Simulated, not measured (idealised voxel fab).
The following is a process module called voxel self aligned contacts.
cross-section cut | 235 nm wide | cells 5 nm
Cross-sections here: square-cell grids, written as top-down lists of bands, a band being one or more rows of cells.
Per band: top height and bottom height in nm, followed by the left-to-right materials and their widths in nm; "all across" marks a single material spanning edge to edge, "blank" marks empty space.
A quick word on heights: they are counted from 0, and under that level the wafer as it came to us is one material throughout. The lowest band is different from the rest in having no bottom; it simply continues downward, written as in "0 and below".
So if you see something like "30..40" for the width, read it as the top row of the band sitting at the first number and the bottom row at the second, with every row in between moving by the same amount as the last.
Where a step carries "no alterations made", the cross-section came out of it unchanged, cell for cell.
Enclosed voids (no open way to top), threshold 8 cells or more, entry "Closed voids list", notation width x height at distance, distance from left edge, nm.
On a step's line, text after the settings is the simulator commenting on that step.
"overlay nm" answers the question of how far to the right of plan the mask lay on a step that has a mask, and when it is negative the answer is to the left.

### Listed below are the process steps as planned
1. RECEIVE with material Si
2. OXIDIZE with depth nm 5
3. DIRECTIONAL_DEP with material polySi, thk nm 30
4. DIRECTIONAL_DEP with material SiN, thk nm 20
5. PATTERN with tone cover, mask id GATE, material resist, width nm 30, pitch nm 70, thk nm 15, overlay nm 0
6. DIRECTIONAL_ETCH with etch materials SiN, depth nm 20
7. DIRECTIONAL_ETCH with etch materials polySi, depth nm 20
8. STRIP with etch materials resist
9. CONFORMAL_DEP with material SiN, thk nm 10
10. DIRECTIONAL_ETCH with etch materials SiN, depth nm 10
11. FILL_DEP with material SiO2, thk nm 20
12. CMP with height nm 60
13. DIRECTIONAL_DEP with material aC, thk nm 15
14. PATTERN with tone open, mask id CONTACT, material resist, width nm 50, pitch nm 70, thk nm 30, overlay nm 0
15. DIRECTIONAL_ETCH with etch materials aC, depth nm 15
16. STRIP with etch materials resist
17. DIRECTIONAL_ETCH with etch materials SiO2, depth nm 65
18. STRIP with etch materials aC
19. CONFORMAL_DEP with material TiN, thk nm 5
20. FILL_DEP with material W, thk nm 5
21. CMP with height nm 60
22. CONFORMAL_DEP with material SiCN, thk nm 5
Wafers differ in depth nm at step 7; plan lists the first wafer's value; identical starting state.

### This is how the first of several wafers looked in cross-section when it arrived, which is after step 1
* 0 and below = Si all across
* Closed voids list: none

### Post step 22, the closing step of the module: first of several wafers, cross-sectioned
* 65 down to 60 = SiCN all across
* 60 down to 50 = 55 SiO2; 5..20 TiN; 40..10 W; 5..20 TiN; 20 SiO2; 5..20 TiN; 40..10 W; 5..20 TiN; 60 SiO2
* 50 down to 30 = 20 SiO2; 50 SiN; 5 TiN; 10 W; 5 TiN; 50 SiN; 5 TiN; 10 W; 5 TiN; 50 SiN; 25 SiO2
* 30 down to 15 = 20 SiO2; 10 SiN; 30 polySi; 10 SiN; 5 TiN; 10 W; 5 TiN; 10 SiN; 30 polySi; 10 SiN; 5 TiN; 10 W; 5 TiN; 10 SiN; 30 polySi; 10 SiN; 25 SiO2
* 15 down to 10 = 20 SiO2; 10 SiN; 30 polySi; 10 SiN; 20 TiN; 10 SiN; 30 polySi; 10 SiN; 20 TiN; 10 SiN; 30 polySi; 10 SiN; 25 SiO2
* 10 down to 0 = polySi all across
* 0 down to -5 = SiO2 all across
* -5 and below = Si all across
* Closed voids list: none

### At the end of the module, the last of several wafers in cross-section
* 65 down to 60 = SiCN all across
* 60 down to 50 = 55 SiO2; 5..20 TiN; 40..10 W; 5..20 TiN; 20 SiO2; 5..20 TiN; 40..10 W; 5..20 TiN; 60 SiO2
* 50 down to 30 = 20 SiO2; 50 SiN; 5 TiN; 10 W; 5 TiN; 50 SiN; 5 TiN; 10 W; 5 TiN; 50 SiN; 25 SiO2
* 30 down to 0 = 20 SiO2; 10 SiN; 30 polySi; 10 SiN; 5 TiN; 10 W; 5 TiN; 10 SiN; 30 polySi; 10 SiN; 5 TiN; 10 W; 5 TiN; 10 SiN; 30 polySi; 10 SiN; 25 SiO2
* 0 down to -5 = 70 SiO2; 20 TiN; 50 SiO2; 20 TiN; 75 SiO2
* -5 and below = Si all across
* Closed voids list: none

### Rows = wafers. At module end, each row lists per material the cells gained (+) or lost (-) since the wafer was received, then the closed voids
depth nm 20; -47 Si; +47 SiCN; +168 SiN; +173 SiO2; +56 TiN; +48 W; +166 polySi; Closed voids list: none
depth nm 25; -47 Si; +47 SiCN; +180 SiN; +182 SiO2; +60 TiN; +52 W; +137 polySi; Closed voids list: none
depth nm 30; -47 Si; +47 SiCN; +192 SiN; +183 SiO2; +68 TiN; +60 W; +108 polySi; Closed voids list: none
depth nm 35; -47 Si; +47 SiCN; +192 SiN; +183 SiO2; +68 TiN; +60 W; +108 polySi; Closed voids list: none
depth nm 40; -47 Si; +47 SiCN; +192 SiN; +183 SiO2; +68 TiN; +60 W; +108 polySi; Closed voids list: none
depth nm 45; -47 Si; +47 SiCN; +192 SiN; +183 SiO2; +68 TiN; +60 W; +108 polySi; Closed voids list: none
